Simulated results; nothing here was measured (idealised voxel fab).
This section sets out a process module, namely voxel self aligned contacts.
This is section cut - it's 200 nm across, gridded in 5 nm square cells.
Throughout this document, each cross-section is represented as a grid of square cells and is presented as a sequence of bands enumerated from the top downward, where a band comprises one or more rows of cells.
Top, bottom (nm), then materials left to right with widths (nm); lone material tagged "full width" fills the whole band edge to edge; "blank" = empty space.
For the purposes of this specification, 0 denotes the height below which the wafer in its as-received condition is composed wholly of one material, and the lowermost band, lacking a lower limit, extends downward without end, as expressed in "from 0 down".
The width entry "30..40" should be interpreted row by row: the top row of cells in the band takes the first number, the bottom row takes the second number, and the change between adjacent rows is uniform throughout.
Where a step carries "no modifications", the cross-section came out of it unchanged, cell for cell.
For the entry "Non-vented voids", the listed items are empty spaces with no open way to the top whose size is 8 cells or more; each item follows the pattern width x height at distance, where distance is from the left edge and all three are in nm.
The remark found on a step's line after its settings is issued by the simulator itself and pertains to that step.
The line of a step may include "overlay nm". On a step with a mask, this value is how far to the right of its planned place the mask lay. A negative value means the mask lay to the left.
**plan**
1 RECEIVE (material Si)
2 OXIDIZE (depth nm 5)
3 DIRECTIONAL_DEP (material polySi; thk nm 30)
4 DIRECTIONAL_DEP (material SiN; thk nm 15)
5 MASKED_ETCH (tone cover; mask id GATE; width nm 35; pitch nm 60; etch materials SiN; depth nm 15; overlay nm 0)
6 MASKED_ETCH (tone cover; mask id GATE; width nm 35; pitch nm 60; etch materials polySi; depth nm 30; overlay nm 0)
7 CONFORMAL_DEP (material SiN; thk nm 5)
8 DIRECTIONAL_ETCH (etch materials SiN; depth nm 5)
9 FILL_DEP (material SiO2; thk nm 20)
10 CMP (height nm 55)
11 MASKED_ETCH (tone open; mask id CONTACT; width nm 35; pitch nm 60; etch materials SiO2; depth nm 60; overlay nm -15)
12 CONFORMAL_DEP (material TiN; thk nm 5)
13 FILL_DEP (material W; thk nm 10)
14 CMP (height nm 55)
15 CONFORMAL_DEP (material SiN; thk nm 5)
It is noted that the wafers described herein are identical at the outset and are distinguished by the overlay nm of step 11; the value stated in the plan corresponds to the first wafer.
**The first of several wafers as received, shown in cross-section; this is its state after step 1**
- from 0 down = Si full width
- Non-vented voids: none
**first wafer at the end, after step 15**
- from 60 to 55 = SiN full width
- from 55 to 50 = 35 nm SiO2, 5 nm TiN, 25 nm W, 5 nm TiN, 25 nm SiO2, 5 nm TiN, 25 nm W, 5 nm TiN, 70 nm SiO2
- from 50 to 45 = 35 nm SiO2, 35 nm TiN, 25 nm SiO2, 35 nm TiN, 70 nm SiO2
- from 45 to 30 = 15 nm SiO2, 45 nm SiN, 10 nm TiN, 5 nm SiO2, 45 nm SiN, 10 nm TiN, 5 nm SiO2, 45 nm SiN, 20 nm SiO2
- from 30 to 0 = 15 nm SiO2, 5 nm SiN, 35 nm polySi, 5 nm SiN, 10 nm TiN, 5 nm SiO2, 5 nm SiN, 35 nm polySi, 5 nm SiN, 10 nm TiN, 5 nm SiO2, 5 nm SiN, 35 nm polySi, 5 nm SiN, 20 nm SiO2
- from 0 to -5 = 60 nm SiO2, 10 nm TiN, 50 nm SiO2, 10 nm TiN, 70 nm SiO2
- from -5 down = Si full width
- Non-vented voids: none
**Last-wafer cross-section at the end of the module**
- from 60 to 55 = SiN full width
- from 55 to 50 = 65 nm SiO2, 5 nm TiN, 25 nm W, 5 nm TiN, 25 nm SiO2, 5 nm TiN, 25 nm W, 5 nm TiN, 40 nm SiO2
- from 50 to 45 = 65 nm SiO2, 35 nm TiN, 25 nm SiO2, 35 nm TiN, 40 nm SiO2
- from 45 to 30 = 15 nm SiO2, 45 nm SiN, 5 nm SiO2, 10 nm TiN, 45 nm SiN, 5 nm SiO2, 10 nm TiN, 45 nm SiN, 20 nm SiO2
- from 30 to 0 = 15 nm SiO2, 5 nm SiN, 35 nm polySi, 5 nm SiN, 5 nm SiO2, 10 nm TiN, 5 nm SiN, 35 nm polySi, 5 nm SiN, 5 nm SiO2, 10 nm TiN, 5 nm SiN, 35 nm polySi, 5 nm SiN, 20 nm SiO2
- from 0 to -5 = 65 nm SiO2, 10 nm TiN, 50 nm SiO2, 10 nm TiN, 65 nm SiO2
- from -5 down = Si full width
- Non-vented voids: none
**Below is a per-wafer table. In it, each row describes the wafer at the end of the module by giving, for each material, the number of cells gained (+) or lost (-) since the wafer was received, and after that the closed voids of the wafer**
overlay nm -15, -40 Si, +157 SiN, +169 SiO2, +58 TiN, +10 W, +126 polySi, Non-vented voids: none
overlay nm -10, -40 Si, +157 SiN, +149 SiO2, +58 TiN, +30 W, +126 polySi, Non-vented voids: none
overlay nm -5, -40 Si, +157 SiN, +149 SiO2, +58 TiN, +30 W, +126 polySi, Non-vented voids: none
overlay nm 0, -40 Si, +157 SiN, +149 SiO2, +58 TiN, +30 W, +126 polySi, Non-vented voids: none
overlay nm 5, -40 Si, +157 SiN, +149 SiO2, +58 TiN, +30 W, +126 polySi, Non-vented voids: none
overlay nm 10, -40 Si, +157 SiN, +149 SiO2, +58 TiN, +30 W, +126 polySi, Non-vented voids: none
overlay nm 15, -40 Si, +157 SiN, +169 SiO2, +58 TiN, +10 W, +126 polySi, Non-vented voids: none
